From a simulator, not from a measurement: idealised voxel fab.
Process module under the name voxel gate over fins
The width of the displayed cross-section, cut, is 280 nm; its cells are square, with a size of 5 nm.
Think of the cross-section as a grid of square cells. We describe it in bands, top to bottom, and each band covers one or more rows of those cells.
A band entry consists of two parts. The first gives the height of the band's top and the height of its bottom, in nm. The rest lists the band's materials from left to right, each with its width in nm. A single material labelled with the word "throughout" fills the band from edge to edge, and the word "blank" marks empty space.
Beneath 0, the wafer as received is one material, and that level is where height counting begins. The lowest band goes on downward without a bottom; it is written like "0 down".
Graded width ("30->40"): value in top row of band = first number; value in bottom row = second number; row-to-row change constant.
No cell of the cross-section changed in a step that is given as "no alterations made".
Voids not open to the top, 8 cells minimum: see "Closed void entries". Written width x height at distance; distance is from the left edge; nm.
Heads up: the bit after the settings on a step's line is the simulator's remark on that step.
overlay nm: step with mask; distance mask lay right of planned place; negative value = left of planned place.
-- Set out below are the planned steps of the process
1: op RECEIVE | material Si
2: op CONFORMAL_DEP | material SiN | thk nm 10
3: op MASKED_ETCH | tone cover | mask id FINS | width nm 15 | pitch nm 55 | etch materials SiN | depth nm 10 | overlay nm 0
4: op MASKED_ETCH | tone cover | mask id FINS | width nm 15 | pitch nm 55 | etch materials Si | depth nm 30 | overlay nm 0
5: op OXIDIZE | depth nm 5
6: op FILL_DEP | material SiO2 | thk nm 5
7: op CMP | height nm 10
8: op PATTERN | tone open | mask id RAIL | material resist | width nm 15 | thk nm 15 | overlay nm 0
9: op DIRECTIONAL_ETCH | etch materials SiO2 | depth nm 35
10: op STRIP | etch materials resist
11: op CONFORMAL_DEP | material TiN | thk nm 5
12: op FILL_DEP | material Ru | thk nm 10
13: op CMP | height nm 10
14: op SELECTIVE_ETCH | etch materials W Ru TiN | depth nm 25
15: op FILL_DEP | material SiO2 | thk nm 5
16: op CMP | height nm 10
17: op SELECTIVE_ETCH | etch materials SiO2 | depth nm 20
18: op STRIP | etch materials SiN
19: op CONFORMAL_DEP | material HfO2 | thk nm 5
20: op CONFORMAL_DEP | material TiN | thk nm 5
21: op FILL_DEP | material W | thk nm 10
22: op CMP | height nm 15
23: op CONFORMAL_DEP | material SiN | thk nm 5
-- The first of the two wafers, which ran as planned
-- As-received state of the wafer in cross-section, equivalent to post-step 1
* 0 down: Si throughout
* Closed void entries: none
-- The following cross-section depicts the wafer upon completion of step 2
* 10 to 0: SiN throughout
* Unchanged below 0.
-- The following cross-section depicts the wafer upon completion of step 3
* 10 to 0: blank (50) / SiN (15) / blank (40) / SiN (15) / blank (40) / SiN (15) / blank (40) / SiN (15) / blank (50)
* Unchanged below 0.
-- The following cross-section depicts the wafer upon completion of step 4
* 10 to 0: blank (50) / SiN (15) / blank (40) / SiN (15) / blank (40) / SiN (15) / blank (40) / SiN (15) / blank (50)
* 0 to -30: blank (50) / Si (15) / blank (40) / Si (15) / blank (40) / Si (15) / blank (40) / Si (15) / blank (50)
* Unchanged below -30.
-- The following cross-section depicts the wafer upon completion of step 5
* 10 to 0: blank (50) / SiN (15) / blank (40) / SiN (15) / blank (40) / SiN (15) / blank (40) / SiN (15) / blank (50)
* 0 to -30: blank (50) / SiO2 (5) / Si (5) / SiO2 (5) / blank (40) / SiO2 (5) / Si (5) / SiO2 (5) / blank (40) / SiO2 (5) / Si (5) / SiO2 (5) / blank (40) / SiO2 (5) / Si (5) / SiO2 (5) / blank (50)
* -30 to -35: SiO2 (55) / Si (5) / SiO2 (50) / Si (5) / SiO2 (50) / Si (5) / SiO2 (50) / Si (5) / SiO2 (55)
* Unchanged below -35.
-- The following cross-section depicts the wafer upon completion of step 6
* 15 to 10: SiO2 throughout
* 10 to 0: SiO2 (50) / SiN (15) / SiO2 (40) / SiN (15) / SiO2 (40) / SiN (15) / SiO2 (40) / SiN (15) / SiO2 (50)
* 0 to -35: SiO2 (55) / Si (5) / SiO2 (50) / Si (5) / SiO2 (50) / Si (5) / SiO2 (50) / Si (5) / SiO2 (55)
* Unchanged below -35.
-- The following cross-section depicts the wafer upon completion of step 7
* 10 to 0: SiO2 (50) / SiN (15) / SiO2 (40) / SiN (15) / SiO2 (40) / SiN (15) / SiO2 (40) / SiN (15) / SiO2 (50)
* Unchanged below 0.
-- The following cross-section depicts the wafer upon completion of step 8
* 25 to 10: resist (75) / blank (15) / resist (190)
* Unchanged below 10.
-- The following cross-section depicts the wafer upon completion of step 9
* 25 to 10: resist (75) / blank (15) / resist (190)
* 10 to 0: SiO2 (50) / SiN (15) / SiO2 (10) / blank (15) / SiO2 (15) / SiN (15) / SiO2 (40) / SiN (15) / SiO2 (40) / SiN (15) / SiO2 (50)
* 0 to -25: SiO2 (55) / Si (5) / SiO2 (15) / blank (15) / SiO2 (20) / Si (5) / SiO2 (50) / Si (5) / SiO2 (50) / Si (5) / SiO2 (55)
* Unchanged below -25.
-- The following cross-section depicts the wafer upon completion of step 10
* 10 to 0: SiO2 (50) / SiN (15) / SiO2 (10) / blank (15) / SiO2 (15) / SiN (15) / SiO2 (40) / SiN (15) / SiO2 (40) / SiN (15) / SiO2 (50)
* Unchanged below 0.
-- The following cross-section depicts the wafer upon completion of step 11
* 15 to 10: TiN (80) / blank (5) / TiN (195)
* 10 to 0: SiO2 (50) / SiN (15) / SiO2 (10) / TiN (5) / blank (5) / TiN (5) / SiO2 (15) / SiN (15) / SiO2 (40) / SiN (15) / SiO2 (40) / SiN (15) / SiO2 (50)
* 0 to -20: SiO2 (55) / Si (5) / SiO2 (15) / TiN (5) / blank (5) / TiN (5) / SiO2 (20) / Si (5) / SiO2 (50) / Si (5) / SiO2 (50) / Si (5) / SiO2 (55)
* -20 to -25: SiO2 (55) / Si (5) / SiO2 (15) / TiN (15) / SiO2 (20) / Si (5) / SiO2 (50) / Si (5) / SiO2 (50) / Si (5) / SiO2 (55)
* Unchanged below -25.
-- The following cross-section depicts the wafer upon completion of step 12
* 25 to 15: Ru throughout
* 15 to 10: TiN (80) / Ru (5) / TiN (195)
* 10 to 0: SiO2 (50) / SiN (15) / SiO2 (10) / TiN (5) / Ru (5) / TiN (5) / SiO2 (15) / SiN (15) / SiO2 (40) / SiN (15) / SiO2 (40) / SiN (15) / SiO2 (50)
* 0 to -20: SiO2 (55) / Si (5) / SiO2 (15) / TiN (5) / Ru (5) / TiN (5) / SiO2 (20) / Si (5) / SiO2 (50) / Si (5) / SiO2 (50) / Si (5) / SiO2 (55)
* Unchanged below -20.
-- The following cross-section depicts the wafer upon completion of step 13
* 10 to 0: SiO2 (50) / SiN (15) / SiO2 (10) / TiN (5) / Ru (5) / TiN (5) / SiO2 (15) / SiN (15) / SiO2 (40) / SiN (15) / SiO2 (40) / SiN (15) / SiO2 (50)
* Unchanged below 0.
-- The following cross-section depicts the wafer upon completion of step 14
* 10 to 0: SiO2 (50) / SiN (15) / SiO2 (10) / blank (15) / SiO2 (15) / SiN (15) / SiO2 (40) / SiN (15) / SiO2 (40) / SiN (15) / SiO2 (50)
* 0 to -15: SiO2 (55) / Si (5) / SiO2 (15) / blank (15) / SiO2 (20) / Si (5) / SiO2 (50) / Si (5) / SiO2 (50) / Si (5) / SiO2 (55)
* Unchanged below -15.
-- The following cross-section depicts the wafer upon completion of step 15
* 15 to 10: SiO2 throughout
* 10 to 0: SiO2 (50) / SiN (15) / SiO2 (40) / SiN (15) / SiO2 (40) / SiN (15) / SiO2 (40) / SiN (15) / SiO2 (50)
* 0 to -15: SiO2 (55) / Si (5) / SiO2 (50) / Si (5) / SiO2 (50) / Si (5) / SiO2 (50) / Si (5) / SiO2 (55)
* Unchanged below -15.
-- The following cross-section depicts the wafer upon completion of step 16
* 10 to 0: SiO2 (50) / SiN (15) / SiO2 (40) / SiN (15) / SiO2 (40) / SiN (15) / SiO2 (40) / SiN (15) / SiO2 (50)
* Unchanged below 0.
-- The following cross-section depicts the wafer upon completion of step 17
* 10 to 0: blank (50) / SiN (15) / blank (40) / SiN (15) / blank (40) / SiN (15) / blank (40) / SiN (15) / blank (50)
* 0 to -10: blank (55) / Si (5) / blank (50) / Si (5) / blank (50) / Si (5) / blank (50) / Si (5) / blank (55)
* Unchanged below -10.
-- The following cross-section depicts the wafer upon completion of step 18
* 0 to -10: blank (55) / Si (5) / blank (50) / Si (5) / blank (50) / Si (5) / blank (50) / Si (5) / blank (55)
* Unchanged below -10.
-- The following cross-section depicts the wafer upon completion of step 19
* 5 to 0: blank (50) / HfO2 (15) / blank (40) / HfO2 (15) / blank (40) / HfO2 (15) / blank (40) / HfO2 (15) / blank (50)
* 0 to -5: blank (50) / HfO2 (5) / Si (5) / HfO2 (5) / blank (40) / HfO2 (5) / Si (5) / HfO2 (5) / blank (40) / HfO2 (5) / Si (5) / HfO2 (5) / blank (40) / HfO2 (5) / Si (5) / HfO2 (5) / blank (50)
* -5 to -10: HfO2 (55) / Si (5) / HfO2 (50) / Si (5) / HfO2 (50) / Si (5) / HfO2 (50) / Si (5) / HfO2 (55)
* Unchanged below -10.
-- The following cross-section depicts the wafer upon completion of step 20
* 10 to 5: blank (45) / TiN (25) / blank (30) / TiN (25) / blank (30) / TiN (25) / blank (30) / TiN (25) / blank (45)
* 5 to 0: blank (45) / TiN (5) / HfO2 (15) / TiN (5) / blank (30) / TiN (5) / HfO2 (15) / TiN (5) / blank (30) / TiN (5) / HfO2 (15) / TiN (5) / blank (30) / TiN (5) / HfO2 (15) / TiN (5) / blank (45)
* 0 to -5: TiN (50) / HfO2 (5) / Si (5) / HfO2 (5) / TiN (40) / HfO2 (5) / Si (5) / HfO2 (5) / TiN (40) / HfO2 (5) / Si (5) / HfO2 (5) / TiN (40) / HfO2 (5) / Si (5) / HfO2 (5) / TiN (50)
* Unchanged below -5.
-- The following cross-section depicts the wafer upon completion of step 21
* 20 to 10: W throughout
* 10 to 5: W (45) / TiN (25) / W (30) / TiN (25) / W (30) / TiN (25) / W (30) / TiN (25) / W (45)
* 5 to 0: W (45) / TiN (5) / HfO2 (15) / TiN (5) / W (30) / TiN (5) / HfO2 (15) / TiN (5) / W (30) / TiN (5) / HfO2 (15) / TiN (5) / W (30) / TiN (5) / HfO2 (15) / TiN (5) / W (45)
* Unchanged below 0.
-- The following cross-section depicts the wafer upon completion of step 22
* 15 to 10: W throughout
* Unchanged below 10.
-- The following cross-section depicts the wafer upon completion of step 23
* 20 to 15: SiN throughout
* Unchanged below 15.
-- The second wafer was prepared from the same starting point and under the same plan as the first; its processing contained one mistake, and it remains indistinguishable from the first wafer up to and including step 19
-- Here is the second wafer in cross-section at the point where step 20 of the plan should have been done
* 20 to 10: blank (35) / TiN (45) / blank (10) / TiN (45) / blank (10) / TiN (45) / blank (10) / TiN (45) / blank (35)
* 10 to 5: TiN throughout
* 5 to 0: TiN (50) / HfO2 (15) / TiN (40) / HfO2 (15) / TiN (40) / HfO2 (15) / TiN (40) / HfO2 (15) / TiN (50)
* 0 to -5: TiN (50) / HfO2 (5) / Si (5) / HfO2 (5) / TiN (40) / HfO2 (5) / Si (5) / HfO2 (5) / TiN (40) / HfO2 (5) / Si (5) / HfO2 (5) / TiN (40) / HfO2 (5) / Si (5) / HfO2 (5) / TiN (50)
* Unchanged below -5.
-- Here is the second wafer in cross-section at the point where step 21 of the plan should have been done
* 30 to 20: W throughout
* 20 to 10: W (35) / TiN (45) / W (10) / TiN (45) / W (10) / TiN (45) / W (10) / TiN (45) / W (35)
* Unchanged below 10.
-- Here is the second wafer in cross-section at the point where step 22 of the plan should have been done
* 15 to 10: W (35) / TiN (45) / W (10) / TiN (45) / W (10) / TiN (45) / W (10) / TiN (45) / W (35)
* Unchanged below 10.
-- Here is the second wafer in cross-section at the point where step 23 of the plan should have been done
* 20 to 15: SiN throughout
* Unchanged below 15.
Deviation noted in wafer processing: step 20: run off-plan, actual operation and settings op CONFORMAL_DEP | material TiN | thk nm 15
Final comparison by cell count, materials where the second wafer has more or fewer than the first: +108 TiN | -108 W
